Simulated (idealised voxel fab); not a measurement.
Process module heading - voxel spacer lines
FYI the section here is cut, 225 nm wide, cells are 5 nm squares.
Think of the cross-section as a grid of square cells. We describe it in bands, top to bottom, and each band covers one or more rows of those cells.
Band: top and bottom heights (nm) first, top before bottom; then materials from left to right, widths in nm. "throughout" marks a sole material filling the band edge to edge. "air" denotes empty space.
Basically, 0 is our baseline, since under it the wafer straight out of the box is all one material. The bottom band has no lower end and keeps on going down, so it looks like "0 and below".
Quick explanation for "30..40": the width changes in equal steps down the rows of cells, from the first number in the band's top row to the second number in its bottom row.
Step note "no change" = no cross-section cell changed.
Heads up: "Voids, sealed" only lists the empty pockets with no open path to the top that are 8 cells or more, and it writes them as width x height at distance, distance from the left edge, in nm.
Note: text after step settings on the step line = simulator remark on that step.
overlay nm: how far to the right of its planned place the mask lay on this masked step (negative: to the left).
**Set out below are the planned steps of the process**
step 1: RECEIVE,material Si
step 2: CONFORMAL_DEP,material Al2O3,thk nm 10
step 3: DIRECTIONAL_DEP,material TiN,thk nm 15
step 4: DIRECTIONAL_DEP,material polySi,thk nm 20
step 5: PATTERN,tone cover,mask id MANDREL,material resist,width nm 25,pitch nm 80,thk nm 30,overlay nm 0
step 6: DIRECTIONAL_ETCH,etch materials polySi,depth nm 20
step 7: STRIP,etch materials resist
step 8: CONFORMAL_DEP,material SiO2,thk nm 15
step 9: DIRECTIONAL_ETCH,etch materials SiO2,depth nm 15
step 10: STRIP,etch materials polySi
step 11: DIRECTIONAL_ETCH,etch materials TiN,depth nm 15
step 12: STRIP,etch materials SiO2
step 13: FILL_DEP,material lowk,thk nm 10
step 14: CMP,height nm 25
**Cross-section of the wafer at receipt, which is the condition after step 1**
	0 and below | Si throughout
	Voids, sealed: none
**What the wafer looks like in cross-section after this module, when it starts as shown above and follows the plan above but one mistake is made in running it**
	25 down to 10 | lowk: 40 | TiN: 15 | lowk: 25 | TiN: 15 | lowk: 25 | TiN: 15 | lowk: 25 | TiN: 15 | lowk: 50
	10 down to 0 | Al2O3 throughout
	0 and below | Si throughout
	Voids, sealed: none
Where did the run depart from the plan? step 5, actual vs plan mismatch, actual run PATTERN,tone cover,mask id MANDREL,material resist,width nm 25,pitch nm 80,thk nm 30,overlay nm -5
